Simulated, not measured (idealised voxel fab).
Presented below is a process module, voxel self aligned contacts.
Pictured: cross-section cut, 260 nm wide, on a grid of 5 nm square cells.
If you're reading a cross-section in this doc, picture square cells in a grid; it comes to you as bands, top ones listed first down to the bottom, and a band can be one or more rows of cells.
Basically the band line says how high the top is and how high the bottom is, in nm, and then what's in it from left to right, every material with its width in nm. Empty space shows up as "air", and if a single material carries "all across" it runs the full band edge to edge.
Beneath 0, the wafer as received is one material, and that level is where height counting begins. The lowest band goes on downward without a bottom; it is written like "z 0 and below".
Per-row width for "30..40": begins at first number (top row of band), ends at second number (bottom row), increment between rows held constant.
"nothing was modified" -> step changed no cross-section cell.
You'll see "Unvented cavities" listing empty spaces that have no way open to the top, as long as they're 8 cells or more; the notation is width x height at distance, where the distance is from the left edge, and all of it is in nm.
Where a step's line continues beyond its settings, the continuation is a remark by the simulator itself on that step.
overlay nm: for a step with a mask, the amount by which the mask lay right of where it was planned; a negative amount means left of it.

This section lists the process steps that were planned:
| 1 | RECEIVE | material Si |
| 2 | OXIDIZE | depth nm 5 |
| 3 | DIRECTIONAL_DEP | material polySi | thk nm 20 |
| 4 | DIRECTIONAL_DEP | material SiN | thk nm 20 |
| 5 | PATTERN | tone cover | mask id GATE | material resist | width nm 35 | pitch nm 60 | thk nm 15 | overlay nm 0 |
| 6 | DIRECTIONAL_ETCH | etch materials SiN | depth nm 20 |
| 7 | DIRECTIONAL_ETCH | etch materials polySi | depth nm 20 |
| 8 | STRIP | etch materials resist |
| 9 | CONFORMAL_DEP | material SiN | thk nm 5 |
| 10 | DIRECTIONAL_ETCH | etch materials SiN | depth nm 5 |
| 11 | FILL_DEP | material SiO2 | thk nm 15 |
| 12 | CMP | height nm 45 |
| 13 | PATTERN | tone open | mask id CONTACT | material resist | width nm 45 | thk nm 15 | overlay nm 0 |
| 14 | DIRECTIONAL_ETCH | etch materials SiO2 | depth nm 50 |
| 15 | STRIP | etch materials resist |
| 16 | CONFORMAL_DEP | material TiN | thk nm 5 |
| 17 | FILL_DEP | material Ru | thk nm 5 |
| 18 | CMP | height nm 45 |
| 19 | CONFORMAL_DEP | material SiCN | thk nm 5 |

Received-state cross-section, reflecting completion of step 1:
- z 0 and below | Si all across
- Unvented cavities: none

Starting structure and process plan are as shown above, but one mistake was made in running the module; the wafer cross-section at the end of the module follows:
- z 50 to 45 | SiCN all across
- z 45 to 40 | 105 of SiO2, then 45 of TiN, then 110 of SiO2
- z 40 to 20 | 85 of SiN, then 20 of SiO2, then 5 of TiN, then 35 of SiN, then 5 of TiN, then 20 of SiO2, then 90 of SiN
- z 20 to 0 | 80 of polySi, then 5 of SiN, then 20 of SiO2, then 5 of TiN, then 5 of SiN, then 25 of polySi, then 5 of SiN, then 5 of TiN, then 20 of SiO2, then 5 of SiN, then 85 of polySi
- z 0 to -5 | 105 of SiO2, then 5 of TiN, then 35 of SiO2, then 5 of TiN, then 110 of SiO2
- z -5 and below | Si all across
- Unvented cavities: none
Error vs. plan: step 5 was processed under conditions differing from the plan, specifically as PATTERN | tone open | mask id GATE | material resist | width nm 35 | pitch nm 60 | thk nm 15 | overlay nm 0
